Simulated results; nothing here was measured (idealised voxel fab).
process module | voxel capacitor over wiring
cross-section cut | 195 nm wide | cells 5 nm
A cross-section is a grid of square cells, given in bands from the top down. A band is one or more rows of cells.
Each band's line starts with the height of the band's top and of its bottom, in nm. Then come its materials from left to right, each with its width in nm. One material with "throughout" fills the band from edge to edge. "air" is empty space.
Height 0 is the level under which the wafer as received is all one material. The lowest band goes on downwards, as in "0 down".
A width such as "30 to 40" changes by the same amount from each row of cells to the next, from the band's top row to its bottom row.
"no change" after a step means that no cell of the cross-section changed.
closed voids: empty space of 8 cells or more with no open way to the top, each as width x height at its distance from the left edge, in nm
after a step's settings: what the simulator itself notes on the step
overlay nm, on a step with a mask: how far to the right of its planned place the mask lay; to the left if negative
plan
1 op RECEIVE | material Si
2 op CONFORMAL_DEP | material SiO2 | thk nm 10
3 op CONFORMAL_DEP | material SiN | thk nm 5
4 op DIRECTIONAL_DEP | material lowk | thk nm 15
5 op PATTERN | tone open | mask id METAL_1 | material resist | width nm 25 | pitch nm 95 | thk nm 20 | overlay nm 0
6 op DIRECTIONAL_ETCH | etch materials lowk | depth nm 15
7 op DIRECTIONAL_ETCH | etch materials SiN | depth nm 5
8 op STRIP | etch materials resist
9 op CONFORMAL_DEP | material TiN | thk nm 5
10 op FILL_DEP | material Cu | thk nm 5
11 op CMP | height nm 30
12 op CONFORMAL_DEP | material SiCN | thk nm 5
13 op DIRECTIONAL_DEP | material SiO2 | thk nm 15
14 op MASKED_ETCH | tone open | mask id PLUG_1 | width nm 15 | etch materials SiO2 | depth nm 15 | overlay nm 0
15 op MASKED_ETCH | tone open | mask id PLUG_1 | width nm 15 | etch materials SiCN | depth nm 5 | overlay nm 0
16 op CONFORMAL_DEP | material TiN | thk nm 5
17 op FILL_DEP | material Cu | thk nm 5
18 op CMP | height nm 50
19 op DIRECTIONAL_DEP | material TiN | thk nm 10
20 op DIRECTIONAL_DEP | material HfO2 | thk nm 5
21 op DIRECTIONAL_DEP | material TiN | thk nm 5
22 op DIRECTIONAL_DEP | material aC | thk nm 15
23 op PATTERN | tone cover | mask id UPPER_PLATE | material resist | width nm 75 | thk nm 30 | overlay nm 0
24 op DIRECTIONAL_ETCH | etch materials aC | depth nm 15
25 op STRIP | etch materials resist
26 op DIRECTIONAL_ETCH | etch materials TiN | depth nm 5
27 op DIRECTIONAL_ETCH | etch materials HfO2 | depth nm 5
28 op STRIP | etch materials aC
29 op PATTERN | tone cover | mask id LOWER_PLATE | material resist | width nm 85 | thk nm 15 | overlay nm 0
30 op DIRECTIONAL_ETCH | etch materials TiN | depth nm 10
31 op STRIP | etch materials resist
32 op FILL_DEP | material SiO2 | thk nm 15
33 op CMP | height nm 80
34 op PATTERN | tone open | mask id PLUG_2 | material resist | width nm 15 | thk nm 20 | overlay nm 0
35 op DIRECTIONAL_ETCH | etch materials SiO2 | depth nm 10
36 op STRIP | etch materials resist
37 op CONFORMAL_DEP | material TiN | thk nm 5
38 op FILL_DEP | material W | thk nm 5
39 op CMP | height nm 80
40 op CONFORMAL_DEP | material SiCN | thk nm 5
first wafer, as planned
as received, after step 1
  0 down: Si throughout
  closed voids: none
after step 2
  10 to 0: SiO2 throughout
  below 0: unchanged
after step 3
  15 to 10: SiN throughout
  below 10: unchanged
after step 4
  30 to 15: lowk throughout
  below 15: unchanged
after step 5
  50 to 30: resist 35 | air 25 | resist 70 | air 25 | resist 40
  below 30: unchanged
after step 6
  50 to 30: resist 35 | air 25 | resist 70 | air 25 | resist 40
  30 to 15: lowk 35 | air 25 | lowk 70 | air 25 | lowk 40
  below 15: unchanged
after step 7
  50 to 30: resist 35 | air 25 | resist 70 | air 25 | resist 40
  30 to 15: lowk 35 | air 25 | lowk 70 | air 25 | lowk 40
  15 to 10: SiN 35 | air 25 | SiN 70 | air 25 | SiN 40
  below 10: unchanged
after step 8
  30 to 15: lowk 35 | air 25 | lowk 70 | air 25 | lowk 40
  below 15: unchanged
after step 9
  35 to 30: TiN 40 | air 15 | TiN 80 | air 15 | TiN 45
  30 to 15: lowk 35 | TiN 5 | air 15 | TiN 5 | lowk 70 | TiN 5 | air 15 | TiN 5 | lowk 40
  15 to 10: SiN 35 | TiN 25 | SiN 70 | TiN 25 | SiN 40
  below 10: unchanged
after step 10
  40 to 35: Cu throughout
  35 to 30: TiN 40 | Cu 15 | TiN 80 | Cu 15 | TiN 45
  30 to 15: lowk 35 | TiN 5 | Cu 15 | TiN 5 | lowk 70 | TiN 5 | Cu 15 | TiN 5 | lowk 40
  below 15: unchanged
after step 11
  30 to 15: lowk 35 | TiN 5 | Cu 15 | TiN 5 | lowk 70 | TiN 5 | Cu 15 | TiN 5 | lowk 40
  below 15: unchanged
after step 12
  35 to 30: SiCN throughout
  below 30: unchanged
after step 13
  50 to 35: SiO2 throughout
  below 35: unchanged
after step 14
  50 to 35: SiO2 45 | air 15 | SiO2 135
  below 35: unchanged
after step 15
  50 to 35: SiO2 45 | air 15 | SiO2 135
  35 to 30: SiCN 45 | air 15 | SiCN 135
  below 30: unchanged
after step 16
  55 to 50: TiN 50 | air 5 | TiN 140
  50 to 35: SiO2 45 | TiN 5 | air 5 | TiN 5 | SiO2 135
  35 to 30: SiCN 45 | TiN 15 | SiCN 135
  below 30: unchanged
after step 17
  60 to 55: Cu throughout
  55 to 50: TiN 50 | Cu 5 | TiN 140
  50 to 35: SiO2 45 | TiN 5 | Cu 5 | TiN 5 | SiO2 135
  below 35: unchanged
after step 18
  50 to 35: SiO2 45 | TiN 5 | Cu 5 | TiN 5 | SiO2 135
  below 35: unchanged
after step 19
  60 to 50: TiN throughout
  below 50: unchanged
after step 20
  65 to 60: HfO2 throughout
  below 60: unchanged
after step 21
  70 to 65: TiN throughout
  below 65: unchanged
after step 22
  85 to 70: aC throughout
  below 70: unchanged
after step 23
  115 to 85: air 45 | resist 75 | air 75
  below 85: unchanged
after step 24
  100 to 85: air 45 | resist 75 | air 75
  85 to 70: air 45 | aC 75 | air 75
  below 70: unchanged
after step 25
  85 to 70: air 45 | aC 75 | air 75
  below 70: unchanged
after step 26
  85 to 70: air 45 | aC 75 | air 75
  70 to 65: air 45 | TiN 75 | air 75
  below 65: unchanged
after step 27
  85 to 70: air 45 | aC 75 | air 75
  70 to 65: air 45 | TiN 75 | air 75
  65 to 60: air 45 | HfO2 75 | air 75
  below 60: unchanged
after step 28
  70 to 65: air 45 | TiN 75 | air 75
  below 65: unchanged
after step 29
  85 to 70: air 40 | resist 85 | air 70
  70 to 65: air 40 | resist 5 | TiN 75 | resist 5 | air 70
  65 to 60: air 40 | resist 5 | HfO2 75 | resist 5 | air 70
  below 60: unchanged
after step 30
  85 to 70: air 40 | resist 85 | air 70
  70 to 65: air 40 | resist 5 | TiN 75 | resist 5 | air 70
  65 to 60: air 40 | resist 5 | HfO2 75 | resist 5 | air 70
  60 to 50: air 40 | TiN 85 | air 70
  below 50: unchanged
after step 31
  70 to 65: air 45 | TiN 75 | air 75
  65 to 60: air 45 | HfO2 75 | air 75
  below 60: unchanged
after step 32
  85 to 70: SiO2 throughout
  70 to 65: SiO2 45 | TiN 75 | SiO2 75
  65 to 60: SiO2 45 | HfO2 75 | SiO2 75
  60 to 50: SiO2 40 | TiN 85 | SiO2 70
  below 50: unchanged
after step 33
  80 to 70: SiO2 throughout
  below 70: unchanged
after step 34
  100 to 80: resist 55 | air 15 | resist 125
  below 80: unchanged
after step 35
  100 to 80: resist 55 | air 15 | resist 125
  80 to 70: SiO2 55 | air 15 | SiO2 125
  below 70: unchanged
after step 36
  80 to 70: SiO2 55 | air 15 | SiO2 125
  below 70: unchanged
after step 37
  85 to 80: TiN 60 | air 5 | TiN 130
  80 to 75: SiO2 55 | TiN 5 | air 5 | TiN 5 | SiO2 125
  75 to 65: SiO2 55 to 45 | TiN 15 to 75 | SiO2 125 to 75
  below 65: unchanged
after step 38
  90 to 85: W throughout
  85 to 80: TiN 60 | W 5 | TiN 130
  80 to 75: SiO2 55 | TiN 5 | W 5 | TiN 5 | SiO2 125
  below 75: unchanged
after step 39
  80 to 75: SiO2 55 | TiN 5 | W 5 | TiN 5 | SiO2 125
  below 75: unchanged
after step 40
  85 to 80: SiCN throughout
  below 80: unchanged
second wafer: like start, like plan, one mistake. Through step 22 it matches the first wafer
when step 23 should have ended
  115 to 85: resist 45 | air 75 | resist 75
  below 85: unchanged
when step 24 should have ended
  100 to 85: resist 45 | air 75 | resist 75
  85 to 70: aC 45 | air 75 | aC 75
  below 70: unchanged
when step 25 should have ended
  85 to 70: aC 45 | air 75 | aC 75
  below 70: unchanged
when step 26 should have ended
  85 to 70: aC 45 | air 75 | aC 75
  70 to 65: TiN 45 | air 75 | TiN 75
  below 65: unchanged
when step 27 should have ended
  85 to 70: aC 45 | air 75 | aC 75
  70 to 65: TiN 45 | air 75 | TiN 75
  65 to 60: HfO2 45 | air 75 | HfO2 75
  below 60: unchanged
when step 28 should have ended
  70 to 65: TiN 45 | air 75 | TiN 75
  below 65: unchanged
when step 29 should have ended
  85 to 70: air 40 | resist 85 | air 70
  70 to 65: TiN 45 | resist 75 | TiN 75
  65 to 60: HfO2 45 | resist 75 | HfO2 75
  below 60: unchanged
when step 30 should have ended
  85 to 70: air 40 | resist 85 | air 70
  70 to 65: air 40 | TiN 5 | resist 75 | TiN 5 | air 70
  below 65: unchanged
when step 31 should have ended
  70 to 65: air 40 | TiN 5 | air 75 | TiN 5 | air 70
  65 to 60: HfO2 45 | air 75 | HfO2 75
  below 60: unchanged
when step 32 should have ended
  85 to 70: SiO2 throughout
  70 to 65: SiO2 40 | TiN 5 | SiO2 75 | TiN 5 | SiO2 70
  65 to 60: HfO2 45 | SiO2 75 | HfO2 75
  below 60: unchanged
when step 33 should have ended
  80 to 70: SiO2 throughout
  below 70: unchanged
when step 34 should have ended
  100 to 80: resist 55 | air 15 | resist 125
  below 80: unchanged
when step 35 should have ended
  100 to 80: resist 55 | air 15 | resist 125
  80 to 70: SiO2 55 | air 15 | SiO2 125
  below 70: unchanged
when step 36 should have ended
  80 to 70: SiO2 55 | air 15 | SiO2 125
  below 70: unchanged
when step 37 should have ended
  85 to 80: TiN 60 | air 5 | TiN 130
  80 to 75: SiO2 55 | TiN 5 | air 5 | TiN 5 | SiO2 125
  75 to 70: SiO2 55 | TiN 15 | SiO2 125
  below 70: unchanged
when step 38 should have ended
  90 to 85: W throughout
  85 to 80: TiN 60 | W 5 | TiN 130
  80 to 75: SiO2 55 | TiN 5 | W 5 | TiN 5 | SiO2 125
  below 75: unchanged
when step 39 should have ended
  80 to 75: SiO2 55 | TiN 5 | W 5 | TiN 5 | SiO2 125
  below 75: unchanged
when step 40 should have ended
  85 to 80: SiCN throughout
  below 80: unchanged
what went wrong: step 23 ran as: op PATTERN | tone open | mask id UPPER_PLATE | material resist | width nm 75 | thk nm 30 | overlay nm 0
at the end the second wafer has, in cells: 9 more of HfO2 | 40 fewer of SiO2 | 31 more of TiN
